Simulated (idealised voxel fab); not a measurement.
Process module heading - voxel transistor to metal
Cross-sectional view cut (width: 300 nm; square cell size: 5 nm).
Cross-section spec: square-cell grid; bands listed top down; each band is one or more rows. Band: top and bottom heights (nm) first, top before bottom; then materials from left to right, widths in nm. "all across" marks a sole material filling the band edge to edge. "air" denotes empty space. Heights are reckoned from 0. Under this level, the received wafer is all of one material. The bottommost band is open-ended downward, for example "top 0, no bottom". Width spec "30..40" -> top row of cells at first value, bottom row at second value, equal per-row change in between. Given "nothing different" for a step, no cell of the cross-section differs between before and after that step. If an empty space has no open way to the top and is at least 8 cells in size, "Voids, sealed" lists it, written width x height at distance, where distance is measured from the left edge and every value is in nm. That trailing text on a step's line, after the settings, is the simulator's own remark on the step. overlay nm: right-of-plan distance of the mask on a masked step; negative values mean left-of-plan.

### These are the steps we planned for the process
1,RECEIVE,material Si
2,OXIDIZE,depth nm 5
3,CONFORMAL_DEP,material SiN,thk nm 15
4,DIRECTIONAL_DEP,material aC,thk nm 15
5,PATTERN,tone cover,mask id ACTIVE,material resist,width nm 95,pitch nm 125,thk nm 35,overlay nm 0
6,DIRECTIONAL_ETCH,etch materials aC,depth nm 15
7,STRIP,etch materials resist
8,DIRECTIONAL_ETCH,etch materials SiN,depth nm 15
9,DIRECTIONAL_ETCH,etch materials SiO2,depth nm 5
10,DIRECTIONAL_ETCH,etch materials Si,depth nm 30
11,STRIP,etch materials aC
12,FILL_DEP,material SiO2,thk nm 15
13,CMP,height nm 15
14,SELECTIVE_ETCH,etch materials SiO2,depth nm 10
15,STRIP,etch materials SiN
16,SELECTIVE_ETCH,etch materials SiO2,depth nm 5
17,OXIDIZE,depth nm 5
18,DIRECTIONAL_DEP,material polySi,thk nm 20
19,DIRECTIONAL_DEP,material SiCN,thk nm 15
20,MASKED_ETCH,tone cover,mask id GATE,width nm 25,pitch nm 125,etch materials SiCN,depth nm 25,overlay nm 0
21,MASKED_ETCH,tone cover,mask id GATE,width nm 25,pitch nm 125,etch materials polySi,depth nm 30,overlay nm 0
22,CONFORMAL_DEP,material SiN,thk nm 10
23,DIRECTIONAL_ETCH,etch materials SiN,depth nm 10
24,DIRECTIONAL_ETCH,etch materials SiO2,depth nm 5
25,EPI,material nSi,thk nm 5
26,FILL_DEP,material SiO2,thk nm 5
27,CMP,height nm 15
28,STRIP,etch materials polySi
29,SELECTIVE_ETCH,etch materials SiO2,depth nm 5
30,CONFORMAL_DEP,material HfO2,thk nm 5
31,CONFORMAL_DEP,material TiN,thk nm 5
32,FILL_DEP,material W,thk nm 5
33,CMP,height nm 10
34,DIRECTIONAL_DEP,material SiO2,thk nm 10
35,PATTERN,tone open,mask id CONTACT,material resist,width nm 15,thk nm 20,overlay nm 0
36,DIRECTIONAL_ETCH,etch materials SiO2,depth nm 25
37,STRIP,etch materials resist
38,CONFORMAL_DEP,material TiN,thk nm 5
39,FILL_DEP,material Ru,thk nm 10
40,CMP,height nm 20
41,CONFORMAL_DEP,material SiCN,thk nm 5
42,DIRECTIONAL_DEP,material lowk,thk nm 20
43,DIRECTIONAL_DEP,material aC,thk nm 10
44,PATTERN,tone open,mask id METAL_1,material resist,width nm 15,thk nm 30,overlay nm 0
45,DIRECTIONAL_ETCH,etch materials aC,depth nm 10
46,STRIP,etch materials resist
47,DIRECTIONAL_ETCH,etch materials lowk,depth nm 20
48,DIRECTIONAL_ETCH,etch materials SiCN,depth nm 5
49,STRIP,etch materials aC
50,CONFORMAL_DEP,material TiN,thk nm 5
51,FILL_DEP,material Ru,thk nm 10
52,CMP,height nm 45
53,CONFORMAL_DEP,material SiCN,thk nm 5
54,DIRECTIONAL_DEP,material SiO2,thk nm 30
55,PATTERN,tone open,mask id METAL_2,material resist,width nm 15,pitch nm 125,thk nm 15,overlay nm 0
56,DIRECTIONAL_ETCH,etch materials SiO2,depth nm 15
57,STRIP,etch materials resist
58,PATTERN,tone open,mask id METAL_2_HOLES,material resist,width nm 15,pitch nm 125,thk nm 20,overlay nm 0
59,DIRECTIONAL_ETCH,etch materials SiO2,depth nm 15
60,DIRECTIONAL_ETCH,etch materials SiCN,depth nm 5
61,STRIP,etch materials resist
62,CONFORMAL_DEP,material TiN,thk nm 5
63,FILL_DEP,material Ru,thk nm 10
64,CMP,height nm 80
65,CONFORMAL_DEP,material SiN,thk nm 5

### So, the first of our two wafers, run just as we planned it

### Cross-section of the wafer as it came to us, i.e., already through step 1
  top 0, no bottom = Si all across
  Voids, sealed: none

### State of the wafer after step 2, shown in cross-section
  top 0, bottom -5 = SiO2 all across
  Nothing below the height -5 has changed.

### State of the wafer after step 3, shown in cross-section
  top 15, bottom 0 = SiN all across
  Nothing below the height 0 has changed.

### State of the wafer after step 4, shown in cross-section
  top 30, bottom 15 = aC all across
  Nothing below the height 15 has changed.

### State of the wafer after step 5, shown in cross-section
  top 65, bottom 30 = air (40) / resist (95) / air (30) / resist (95) / air (40)
  Nothing below the height 30 has changed.

### State of the wafer after step 6, shown in cross-section
  top 50, bottom 30 = air (40) / resist (95) / air (30) / resist (95) / air (40)
  top 30, bottom 15 = air (40) / aC (95) / air (30) / aC (95) / air (40)
  Nothing below the height 15 has changed.

### State of the wafer after step 7, shown in cross-section
  top 30, bottom 15 = air (40) / aC (95) / air (30) / aC (95) / air (40)
  Nothing below the height 15 has changed.

### State of the wafer after step 8, shown in cross-section
  top 30, bottom 15 = air (40) / aC (95) / air (30) / aC (95) / air (40)
  top 15, bottom 0 = air (40) / SiN (95) / air (30) / SiN (95) / air (40)
  Nothing below the height 0 has changed.

### State of the wafer after step 9, shown in cross-section
  top 30, bottom 15 = air (40) / aC (95) / air (30) / aC (95) / air (40)
  top 15, bottom 0 = air (40) / SiN (95) / air (30) / SiN (95) / air (40)
  top 0, bottom -5 = air (40) / SiO2 (95) / air (30) / SiO2 (95) / air (40)
  Nothing below the height -5 has changed.

### State of the wafer after step 10, shown in cross-section
  top 30, bottom 15 = air (40) / aC (95) / air (30) / aC (95) / air (40)
  top 15, bottom 0 = air (40) / SiN (95) / air (30) / SiN (95) / air (40)
  top 0, bottom -5 = air (40) / SiO2 (95) / air (30) / SiO2 (95) / air (40)
  top -5, bottom -35 = air (40) / Si (95) / air (30) / Si (95) / air (40)
  Nothing below the height -35 has changed.

### State of the wafer after step 11, shown in cross-section
  top 15, bottom 0 = air (40) / SiN (95) / air (30) / SiN (95) / air (40)
  Nothing below the height 0 has changed.

### State of the wafer after step 12, shown in cross-section
  top 30, bottom 15 = SiO2 all across
  top 15, bottom 0 = SiO2 (40) / SiN (95) / SiO2 (30) / SiN (95) / SiO2 (40)
  top 0, bottom -5 = SiO2 all across
  top -5, bottom -35 = SiO2 (40) / Si (95) / SiO2 (30) / Si (95) / SiO2 (40)
  Nothing below the height -35 has changed.

### State of the wafer after step 13, shown in cross-section
  top 15, bottom 0 = SiO2 (40) / SiN (95) / SiO2 (30) / SiN (95) / SiO2 (40)
  Nothing below the height 0 has changed.

### State of the wafer after step 14, shown in cross-section
  top 15, bottom 5 = air (40) / SiN (95) / air (30) / SiN (95) / air (40)
  Nothing below the height 5 has changed.

### State of the wafer after step 15, shown in cross-section
  top 5, bottom 0 = SiO2 (40) / air (95) / SiO2 (30) / air (95) / SiO2 (40)
  Nothing below the height 0 has changed.

### State of the wafer after step 16, shown in cross-section
  top 0, bottom -5 = SiO2 (35) / air (105) / SiO2 (20) / air (105) / SiO2 (35)
  Nothing below the height -5 has changed.

### State of the wafer after step 17, shown in cross-section
  top 0, bottom -5 = SiO2 (35) / air (105) / SiO2 (20) / air (105) / SiO2 (35)
  top -5, bottom -10 = SiO2 all across
  Nothing below the height -10 has changed.

### State of the wafer after step 18, shown in cross-section
  top 20, bottom 15 = polySi (35) / air (105) / polySi (20) / air (105) / polySi (35)
  top 15, bottom 0 = polySi all across
  top 0, bottom -5 = SiO2 (35) / polySi (105) / SiO2 (20) / polySi (105) / SiO2 (35)
  Nothing below the height -5 has changed.

### State of the wafer after step 19, shown in cross-section
  top 35, bottom 30 = SiCN (35) / air (105) / SiCN (20) / air (105) / SiCN (35)
  top 30, bottom 20 = SiCN all across
  top 20, bottom 15 = polySi (35) / SiCN (105) / polySi (20) / SiCN (105) / polySi (35)
  Nothing below the height 15 has changed.

### State of the wafer after step 20, shown in cross-section
  top 30, bottom 20 = air (75) / SiCN (25) / air (100) / SiCN (25) / air (75)
  top 20, bottom 15 = polySi (35) / air (40) / SiCN (25) / air (40) / polySi (20) / air (40) / SiCN (25) / air (40) / polySi (35)
  Nothing below the height 15 has changed.

### State of the wafer after step 21, shown in cross-section
  top 30, bottom 15 = air (75) / SiCN (25) / air (100) / SiCN (25) / air (75)
  top 15, bottom 0 = air (75) / polySi (25) / air (100) / polySi (25) / air (75)
  top 0, bottom -5 = SiO2 (35) / air (40) / polySi (25) / air (40) / SiO2 (20) / air (40) / polySi (25) / air (40) / SiO2 (35)
  Nothing below the height -5 has changed.

### State of the wafer after step 22, shown in cross-section
  top 40, bottom 30 = air (65) / SiN (45) / air (80) / SiN (45) / air (65)
  top 30, bottom 15 = air (65) / SiN (10) / SiCN (25) / SiN (10) / air (80) / SiN (10) / SiCN (25) / SiN (10) / air (65)
  top 15, bottom 10 = air (65) / SiN (10) / polySi (25) / SiN (10) / air (80) / SiN (10) / polySi (25) / SiN (10) / air (65)
  top 10, bottom 5 = SiN (45) / air (20) / SiN (10) / polySi (25) / SiN (10) / air (20) / SiN (40) / air (20) / SiN (10) / polySi (25) / SiN (10) / air (20) / SiN (45)
  top 5, bottom 0 = SiN (75) / polySi (25) / SiN (100) / polySi (25) / SiN (75)
  top 0, bottom -5 = SiO2 (35) / SiN (40) / polySi (25) / SiN (40) / SiO2 (20) / SiN (40) / polySi (25) / SiN (40) / SiO2 (35)
  Nothing below the height -5 has changed.

### State of the wafer after step 23, shown in cross-section
  top 30, bottom 15 = air (65) / SiN (10) / SiCN (25) / SiN (10) / air (80) / SiN (10) / SiCN (25) / SiN (10) / air (65)
  top 15, bottom 0 = air (65) / SiN (10) / polySi (25) / SiN (10) / air (80) / SiN (10) / polySi (25) / SiN (10) / air (65)
  top 0, bottom -5 = SiO2 (35) / SiN (10) / air (20) / SiN (10) / polySi (25) / SiN (10) / air (20) / SiN (10) / SiO2 (20) / SiN (10) / air (20) / SiN (10) / polySi (25) / SiN (10) / air (20) / SiN (10) / SiO2 (35)
  Nothing below the height -5 has changed.

### State of the wafer after step 24, shown in cross-section
  top 30, bottom 15 = air (65) / SiN (10) / SiCN (25) / SiN (10) / air (80) / SiN (10) / SiCN (25) / SiN (10) / air (65)
  top 15, bottom 0 = air (65) / SiN (10) / polySi (25) / SiN (10) / air (80) / SiN (10) / polySi (25) / SiN (10) / air (65)
  top 0, bottom -5 = air (35) / SiN (10) / air (20) / SiN (10) / polySi (25) / SiN (10) / air (20) / SiN (10) / air (20) / SiN (10) / air (20) / SiN (10) / polySi (25) / SiN (10) / air (20) / SiN (10) / air (35)
  top -5, bottom -10 = SiO2 (45) / air (20) / SiO2 (45) / air (20) / SiO2 (40) / air (20) / SiO2 (45) / air (20) / SiO2 (45)
  Nothing below the height -10 has changed.

### State of the wafer after step 25, shown in cross-section
  top 30, bottom 15 = air (65) / SiN (10) / SiCN (25) / SiN (10) / air (80) / SiN (10) / SiCN (25) / SiN (10) / air (65)
  top 15, bottom 0 = air (65) / SiN (10) / polySi (25) / SiN (10) / air (80) / SiN (10) / polySi (25) / SiN (10) / air (65)
  top 0, bottom -5 = air (35) / SiN (10) / air (20) / SiN (10) / polySi (25) / SiN (10) / air (20) / SiN (10) / air (20) / SiN (10) / air (20) / SiN (10) / polySi (25) / SiN (10) / air (20) / SiN (10) / air (35)
  top -5, bottom -10 = SiO2 (45) / nSi (20) / SiO2 (45) / nSi (20) / SiO2 (40) / nSi (20) / SiO2 (45) / nSi (20) / SiO2 (45)
  Nothing below the height -10 has changed.

### State of the wafer after step 26, shown in cross-section
  top 35, bottom 30 = SiO2 all across
  top 30, bottom 15 = SiO2 (65) / SiN (10) / SiCN (25) / SiN (10) / SiO2 (80) / SiN (10) / SiCN (25) / SiN (10) / SiO2 (65)
  top 15, bottom 0 = SiO2 (65) / SiN (10) / polySi (25) / SiN (10) / SiO2 (80) / SiN (10) / polySi (25) / SiN (10) / SiO2 (65)
  top 0, bottom -5 = SiO2 (35) / SiN (10) / SiO2 (20) / SiN (10) / polySi (25) / SiN (10) / SiO2 (20) / SiN (10) / SiO2 (20) / SiN (10) / SiO2 (20) / SiN (10) / polySi (25) / SiN (10) / SiO2 (20) / SiN (10) / SiO2 (35)
  Nothing below the height -5 has changed.

### State of the wafer after step 27, shown in cross-section
  top 15, bottom 0 = SiO2 (65) / SiN (10) / polySi (25) / SiN (10) / SiO2 (80) / SiN (10) / polySi (25) / SiN (10) / SiO2 (65)
  Nothing below the height 0 has changed.

### State of the wafer after step 28, shown in cross-section
  top 15, bottom 0 = SiO2 (65) / SiN (10) / air (25) / SiN (10) / SiO2 (80) / SiN (10) / air (25) / SiN (10) / SiO2 (65)
  top 0, bottom -5 = SiO2 (35) / SiN (10) / SiO2 (20) / SiN (10) / air (25) / SiN (10) / SiO2 (20) / SiN (10) / SiO2 (20) / SiN (10) / SiO2 (20) / SiN (10) / air (25) / SiN (10) / SiO2 (20) / SiN (10) / SiO2 (35)
  Nothing below the height -5 has changed.

### State of the wafer after step 29, shown in cross-section
  top 15, bottom 10 = air (65) / SiN (10) / air (25) / SiN (10) / air (80) / SiN (10) / air (25) / SiN (10) / air (65)
  top 10, bottom 0 = SiO2 (65) / SiN (10) / air (25) / SiN (10) / SiO2 (80) / SiN (10) / air (25) / SiN (10) / SiO2 (65)
  top 0, bottom -5 = SiO2 (35) / SiN (10) / SiO2 (20) / SiN (10) / air (25) / SiN (10) / SiO2 (20) / SiN (10) / SiO2 (20) / SiN (10) / SiO2 (20) / SiN (10) / air (25) / SiN (10) / SiO2 (20) / SiN (10) / SiO2 (35)
  top -5, bottom -10 = SiO2 (45) / nSi (20) / SiO2 (5) / air (35) / SiO2 (5) / nSi (20) / SiO2 (40) / nSi (20) / SiO2 (5) / air (35) / SiO2 (5) / nSi (20) / SiO2 (45)
  Nothing below the height -10 has changed.

### State of the wafer after step 30, shown in cross-section
  top 20, bottom 15 = air (60) / HfO2 (20) / air (15) / HfO2 (20) / air (70) / HfO2 (20) / air (15) / HfO2 (20) / air (60)
  top 15, bottom 10 = HfO2 (65) / SiN (10) / HfO2 (5) / air (15) / HfO2 (5) / SiN (10) / HfO2 (80) / SiN (10) / HfO2 (5) / air (15) / HfO2 (5) / SiN (10) / HfO2 (65)
  top 10, bottom 0 = SiO2 (65) / SiN (10) / HfO2 (5) / air (15) / HfO2 (5) / SiN (10) / SiO2 (80) / SiN (10) / HfO2 (5) / air (15) / HfO2 (5) / SiN (10) / SiO2 (65)
  top 0, bottom -5 = SiO2 (35) / SiN (10) / SiO2 (20) / SiN (10) / HfO2 (5) / air (15) / HfO2 (5) / SiN (10) / SiO2 (20) / SiN (10) / SiO2 (20) / SiN (10) / SiO2 (20) / SiN (10) / HfO2 (5) / air (15) / HfO2 (5) / SiN (10) / SiO2 (20) / SiN (10) / SiO2 (35)
  top -5, bottom -10 = SiO2 (45) / nSi (20) / SiO2 (5) / HfO2 (35) / SiO2 (5) / nSi (20) / SiO2 (40) / nSi (20) / SiO2 (5) / HfO2 (35) / SiO2 (5) / nSi (20) / SiO2 (45)
  Nothing below the height -10 has changed.

### State of the wafer after step 31, shown in cross-section
  top 25, bottom 20 = air (55) / TiN (30) / air (5) / TiN (30) / air (60) / TiN (30) / air (5) / TiN (30) / air (55)
  top 20, bottom 15 = TiN (60) / HfO2 (20) / TiN (5) / air (5) / TiN (5) / HfO2 (20) / TiN (70) / HfO2 (20) / TiN (5) / air (5) / TiN (5) / HfO2 (20) / TiN (60)
  top 15, bottom 10 = HfO2 (65) / SiN (10) / HfO2 (5) / TiN (5) / air (5) / TiN (5) / HfO2 (5) / SiN (10) / HfO2 (80) / SiN (10) / HfO2 (5) / TiN (5) / air (5) / TiN (5) / HfO2 (5) / SiN (10) / HfO2 (65)
  top 10, bottom 0 = SiO2 (65) / SiN (10) / HfO2 (5) / TiN (5) / air (5) / TiN (5) / HfO2 (5) / SiN (10) / SiO2 (80) / SiN (10) / HfO2 (5) / TiN (5) / air (5) / TiN (5) / HfO2 (5) / SiN (10) / SiO2 (65)
  top 0, bottom -5 = SiO2 (35) / SiN (10) / SiO2 (20) / SiN (10) / HfO2 (5) / TiN (15) / HfO2 (5) / SiN (10) / SiO2 (20) / SiN (10) / SiO2 (20) / SiN (10) / SiO2 (20) / SiN (10) / HfO2 (5) / TiN (15) / HfO2 (5) / SiN (10) / SiO2 (20) / SiN (10) / SiO2 (35)
  Nothing below the height -5 has changed.

### State of the wafer after step 32, shown in cross-section
  top 30, bottom 25 = W all across
  top 25, bottom 20 = W (55) / TiN (30) / W (5) / TiN (30) / W (60) / TiN (30) / W (5) / TiN (30) / W (55)
  top 20, bottom 15 = TiN (60) / HfO2 (20) / TiN (5) / W (5) / TiN (5) / HfO2 (20) / TiN (70) / HfO2 (20) / TiN (5) / W (5) / TiN (5) / HfO2 (20) / TiN (60)
  top 15, bottom 10 = HfO2 (65) / SiN (10) / HfO2 (5) / TiN (5) / W (5) / TiN (5) / HfO2 (5) / SiN (10) / HfO2 (80) / SiN (10) / HfO2 (5) / TiN (5) / W (5) / TiN (5) / HfO2 (5) / SiN (10) / HfO2 (65)
  top 10, bottom 0 = SiO2 (65) / SiN (10) / HfO2 (5) / TiN (5) / W (5) / TiN (5) / HfO2 (5) / SiN (10) / SiO2 (80) / SiN (10) / HfO2 (5) / TiN (5) / W (5) / TiN (5) / HfO2 (5) / SiN (10) / SiO2 (65)
  Nothing below the height 0 has changed.

### State of the wafer after step 33, shown in cross-section
  top 10, bottom 0 = SiO2 (65) / SiN (10) / HfO2 (5) / TiN (5) / W (5) / TiN (5) / HfO2 (5) / SiN (10) / SiO2 (80) / SiN (10) / HfO2 (5) / TiN (5) / W (5) / TiN (5) / HfO2 (5) / SiN (10) / SiO2 (65)
  Nothing below the height 0 has changed.

### State of the wafer after step 34, shown in cross-section
  top 20, bottom 10 = SiO2 all across
  Nothing below the height 10 has changed.

### State of the wafer after step 35, shown in cross-section
  top 40, bottom 20 = resist (45) / air (15) / resist (55) / air (15) / resist (40) / air (15) / resist (55) / air (15) / resist (45)
  Nothing below the height 20 has changed.

### State of the wafer after step 36, shown in cross-section
  top 40, bottom 20 = resist (45) / air (15) / resist (55) / air (15) / resist (40) / air (15) / resist (55) / air (15) / resist (45)
  top 20, bottom 10 = SiO2 (45) / air (15) / SiO2 (55) / air (15) / SiO2 (40) / air (15) / SiO2 (55) / air (15) / SiO2 (45)
  top 10, bottom 0 = SiO2 (45) / air (15) / SiO2 (5) / SiN (10) / HfO2 (5) / TiN (5) / W (5) / TiN (5) / HfO2 (5) / SiN (10) / SiO2 (5) / air (15) / SiO2 (40) / air (15) / SiO2 (5) / SiN (10) / HfO2 (5) / TiN (5) / W (5) / TiN (5) / HfO2 (5) / SiN (10) / SiO2 (5) / air (15) / SiO2 (45)
  top 0, bottom -5 = SiO2 (35) / SiN (10) / air (15) / SiO2 (5) / SiN (10) / HfO2 (5) / TiN (15) / HfO2 (5) / SiN (10) / SiO2 (5) / air (15) / SiN (10) / SiO2 (20) / SiN (10) / air (15) / SiO2 (5) / SiN (10) / HfO2 (5) / TiN (15) / HfO2 (5) / SiN (10) / SiO2 (5) / air (15) / SiN (10) / SiO2 (35)
  Nothing below the height -5 has changed.

### State of the wafer after step 37, shown in cross-section
  top 20, bottom 10 = SiO2 (45) / air (15) / SiO2 (55) / air (15) / SiO2 (40) / air (15) / SiO2 (55) / air (15) / SiO2 (45)
  Nothing below the height 10 has changed.

### State of the wafer after step 38, shown in cross-section
  top 25, bottom 20 = TiN (50) / air (5) / TiN (65) / air (5) / TiN (50) / air (5) / TiN (65) / air (5) / TiN (50)
  top 20, bottom 10 = SiO2 (45) / TiN (5) / air (5) / TiN (5) / SiO2 (55) / TiN (5) / air (5) / TiN (5) / SiO2 (40) / TiN (5) / air (5) / TiN (5) / SiO2 (55) / TiN (5) / air (5) / TiN (5) / SiO2 (45)
  top 10, bottom 0 = SiO2 (45) / TiN (5) / air (5) / TiN (5) / SiO2 (5) / SiN (10) / HfO2 (5) / TiN (5) / W (5) / TiN (5) / HfO2 (5) / SiN (10) / SiO2 (5) / TiN (5) / air (5) / TiN (5) / SiO2 (40) / TiN (5) / air (5) / TiN (5) / SiO2 (5) / SiN (10) / HfO2 (5) / TiN (5) / W (5) / TiN (5) / HfO2 (5) / SiN (10) / SiO2 (5) / TiN (5) / air (5) / TiN (5) / SiO2 (45)
  top 0, bottom -5 = SiO2 (35) / SiN (10) / TiN (15) / SiO2 (5) / SiN (10) / HfO2 (5) / TiN (15) / HfO2 (5) / SiN (10) / SiO2 (5) / TiN (15) / SiN (10) / SiO2 (20) / SiN (10) / TiN (15) / SiO2 (5) / SiN (10) / HfO2 (5) / TiN (15) / HfO2 (5) / SiN (10) / SiO2 (5) / TiN (15) / SiN (10) / SiO2 (35)
  Nothing below the height -5 has changed.

### State of the wafer after step 39, shown in cross-section
  top 35, bottom 25 = Ru all across
  top 25, bottom 20 = TiN (50) / Ru (5) / TiN (65) / Ru (5) / TiN (50) / Ru (5) / TiN (65) / Ru (5) / TiN (50)
  top 20, bottom 10 = SiO2 (45) / TiN (5) / Ru (5) / TiN (5) / SiO2 (55) / TiN (5) / Ru (5) / TiN (5) / SiO2 (40) / TiN (5) / Ru (5) / TiN (5) / SiO2 (55) / TiN (5) / Ru (5) / TiN (5) / SiO2 (45)
  top 10, bottom 0 = SiO2 (45) / TiN (5) / Ru (5) / TiN (5) / SiO2 (5) / SiN (10) / HfO2 (5) / TiN (5) / W (5) / TiN (5) / HfO2 (5) / SiN (10) / SiO2 (5) / TiN (5) / Ru (5) / TiN (5) / SiO2 (40) / TiN (5) / Ru (5) / TiN (5) / SiO2 (5) / SiN (10) / HfO2 (5) / TiN (5) / W (5) / TiN (5) / HfO2 (5) / SiN (10) / SiO2 (5) / TiN (5) / Ru (5) / TiN (5) / SiO2 (45)
  Nothing below the height 0 has changed.

### State of the wafer after step 40, shown in cross-section
  top 20, bottom 10 = SiO2 (45) / TiN (5) / Ru (5) / TiN (5) / SiO2 (55) / TiN (5) / Ru (5) / TiN (5) / SiO2 (40) / TiN (5) / Ru (5) / TiN (5) / SiO2 (55) / TiN (5) / Ru (5) / TiN (5) / SiO2 (45)
  Nothing below the height 10 has changed.

### State of the wafer after step 41, shown in cross-section
  top 25, bottom 20 = SiCN all across
  Nothing below the height 20 has changed.

### State of the wafer after step 42, shown in cross-section
  top 45, bottom 25 = lowk all across
  Nothing below the height 25 has changed.

### State of the wafer after step 43, shown in cross-section
  top 55, bottom 45 = aC all across
  Nothing below the height 45 has changed.

### State of the wafer after step 44, shown in cross-section
  top 85, bottom 55 = resist (45) / air (15) / resist (55) / air (15) / resist (40) / air (15) / resist (55) / air (15) / resist (45)
  Nothing below the height 55 has changed.

### State of the wafer after step 45, shown in cross-section
  top 75, bottom 55 = resist (45) / air (15) / resist (55) / air (15) / resist (40) / air (15) / resist (55) / air (15) / resist (45)
  top 55, bottom 45 = aC (45) / air (15) / aC (55) / air (15) / aC (40) / air (15) / aC (55) / air (15) / aC (45)
  Nothing below the height 45 has changed.

### State of the wafer after step 46, shown in cross-section
  top 55, bottom 45 = aC (45) / air (15) / aC (55) / air (15) / aC (40) / air (15) / aC (55) / air (15) / aC (45)
  Nothing below the height 45 has changed.

### State of the wafer after step 47, shown in cross-section
  top 55, bottom 45 = aC (45) / air (15) / aC (55) / air (15) / aC (40) / air (15) / aC (55) / air (15) / aC (45)
  top 45, bottom 25 = lowk (45) / air (15) / lowk (55) / air (15) / lowk (40) / air (15) / lowk (55) / air (15) / lowk (45)
  Nothing below the height 25 has changed.

### State of the wafer after step 48, shown in cross-section
  top 55, bottom 45 = aC (45) / air (15) / aC (55) / air (15) / aC (40) / air (15) / aC (55) / air (15) / aC (45)
  top 45, bottom 25 = lowk (45) / air (15) / lowk (55) / air (15) / lowk (40) / air (15) / lowk (55) / air (15) / lowk (45)
  top 25, bottom 20 = SiCN (45) / air (15) / SiCN (55) / air (15) / SiCN (40) / air (15) / SiCN (55) / air (15) / SiCN (45)
  Nothing below the height 20 has changed.

### State of the wafer after step 49, shown in cross-section
  top 45, bottom 25 = lowk (45) / air (15) / lowk (55) / air (15) / lowk (40) / air (15) / lowk (55) / air (15) / lowk (45)
  Nothing below the height 25 has changed.

### State of the wafer after step 50, shown in cross-section
  top 50, bottom 45 = TiN (50) / air (5) / TiN (65) / air (5) / TiN (50) / air (5) / TiN (65) / air (5) / TiN (50)
  top 45, bottom 25 = lowk (45) / TiN (5) / air (5) / TiN (5) / lowk (55) / TiN (5) / air (5) / TiN (5) / lowk (40) / TiN (5) / air (5) / TiN (5) / lowk (55) / TiN (5) / air (5) / TiN (5) / lowk (45)
  top 25, bottom 20 = SiCN (45) / TiN (15) / SiCN (55) / TiN (15) / SiCN (40) / TiN (15) / SiCN (55) / TiN (15) / SiCN (45)
  Nothing below the height 20 has changed.

### State of the wafer after step 51, shown in cross-section
  top 60, bottom 50 = Ru all across
  top 50, bottom 45 = TiN (50) / Ru (5) / TiN (65) / Ru (5) / TiN (50) / Ru (5) / TiN (65) / Ru (5) / TiN (50)
  top 45, bottom 25 = lowk (45) / TiN (5) / Ru (5) / TiN (5) / lowk (55) / TiN (5) / Ru (5) / TiN (5) / lowk (40) / TiN (5) / Ru (5) / TiN (5) / lowk (55) / TiN (5) / Ru (5) / TiN (5) / lowk (45)
  Nothing below the height 25 has changed.

### State of the wafer after step 52, shown in cross-section
  top 45, bottom 25 = lowk (45) / TiN (5) / Ru (5) / TiN (5) / lowk (55) / TiN (5) / Ru (5) / TiN (5) / lowk (40) / TiN (5) / Ru (5) / TiN (5) / lowk (55) / TiN (5) / Ru (5) / TiN (5) / lowk (45)
  Nothing below the height 25 has changed.

### State of the wafer after step 53, shown in cross-section
  top 50, bottom 45 = SiCN all across
  Nothing below the height 45 has changed.

### State of the wafer after step 54, shown in cross-section
  top 80, bottom 50 = SiO2 all across
  Nothing below the height 50 has changed.

### State of the wafer after step 55, shown in cross-section
  top 95, bottom 80 = resist (45) / air (15) / resist (110) / air (15) / resist (115)
  Nothing below the height 80 has changed.

### State of the wafer after step 56, shown in cross-section
  top 95, bottom 80 = resist (45) / air (15) / resist (110) / air (15) / resist (115)
  top 80, bottom 65 = SiO2 (45) / air (15) / SiO2 (110) / air (15) / SiO2 (115)
  Nothing below the height 65 has changed.

### State of the wafer after step 57, shown in cross-section
  top 80, bottom 65 = SiO2 (45) / air (15) / SiO2 (110) / air (15) / SiO2 (115)
  Nothing below the height 65 has changed.

### State of the wafer after step 58, shown in cross-section
  top 100, bottom 80 = resist (45) / air (15) / resist (110) / air (15) / resist (115)
  Nothing below the height 80 has changed.

### State of the wafer after step 59, shown in cross-section
  top 100, bottom 80 = resist (45) / air (15) / resist (110) / air (15) / resist (115)
  top 80, bottom 50 = SiO2 (45) / air (15) / SiO2 (110) / air (15) / SiO2 (115)
  Nothing below the height 50 has changed.

### State of the wafer after step 60, shown in cross-section
  top 100, bottom 80 = resist (45) / air (15) / resist (110) / air (15) / resist (115)
  top 80, bottom 50 = SiO2 (45) / air (15) / SiO2 (110) / air (15) / SiO2 (115)
  top 50, bottom 45 = SiCN (45) / air (15) / SiCN (110) / air (15) / SiCN (115)
  Nothing below the height 45 has changed.

### State of the wafer after step 61, shown in cross-section
  top 80, bottom 50 = SiO2 (45) / air (15) / SiO2 (110) / air (15) / SiO2 (115)
  Nothing below the height 50 has changed.

### State of the wafer after step 62, shown in cross-section
  top 85, bottom 80 = TiN (50) / air (5) / TiN (120) / air (5) / TiN (120)
  top 80, bottom 50 = SiO2 (45) / TiN (5) / air (5) / TiN (5) / SiO2 (110) / TiN (5) / air (5) / TiN (5) / SiO2 (115)
  top 50, bottom 45 = SiCN (45) / TiN (15) / SiCN (110) / TiN (15) / SiCN (115)
  Nothing below the height 45 has changed.

### State of the wafer after step 63, shown in cross-section
  top 95, bottom 85 = Ru all across
  top 85, bottom 80 = TiN (50) / Ru (5) / TiN (120) / Ru (5) / TiN (120)
  top 80, bottom 50 = SiO2 (45) / TiN (5) / Ru (5) / TiN (5) / SiO2 (110) / TiN (5) / Ru (5) / TiN (5) / SiO2 (115)
  Nothing below the height 50 has changed.

### State of the wafer after step 64, shown in cross-section
  top 80, bottom 50 = SiO2 (45) / TiN (5) / Ru (5) / TiN (5) / SiO2 (110) / TiN (5) / Ru (5) / TiN (5) / SiO2 (115)
  Nothing below the height 50 has changed.

### State of the wafer after step 65, shown in cross-section
  top 85, bottom 80 = SiN all across
  Nothing below the height 80 has changed.

### Okay, second wafer. Nothing different at the start, nothing different in the plan, just one mistake somewhere in the running. As far as step 63, counting that step, it's the first wafer all over again

Second wafer shown in cross-section at the time step 64 was slated to end: nothing different

### Second wafer shown in cross-section at the time step 65 was slated to end
  top 100, bottom 95 = SiN all across
  Nothing below the height 95 has changed.
What broke from the plan during processing? step 64 in the plan did not get run; it was skipped
Wafer comparison, final, in cells, second relative to first, materials more or fewer: Ru +122, TiN +58
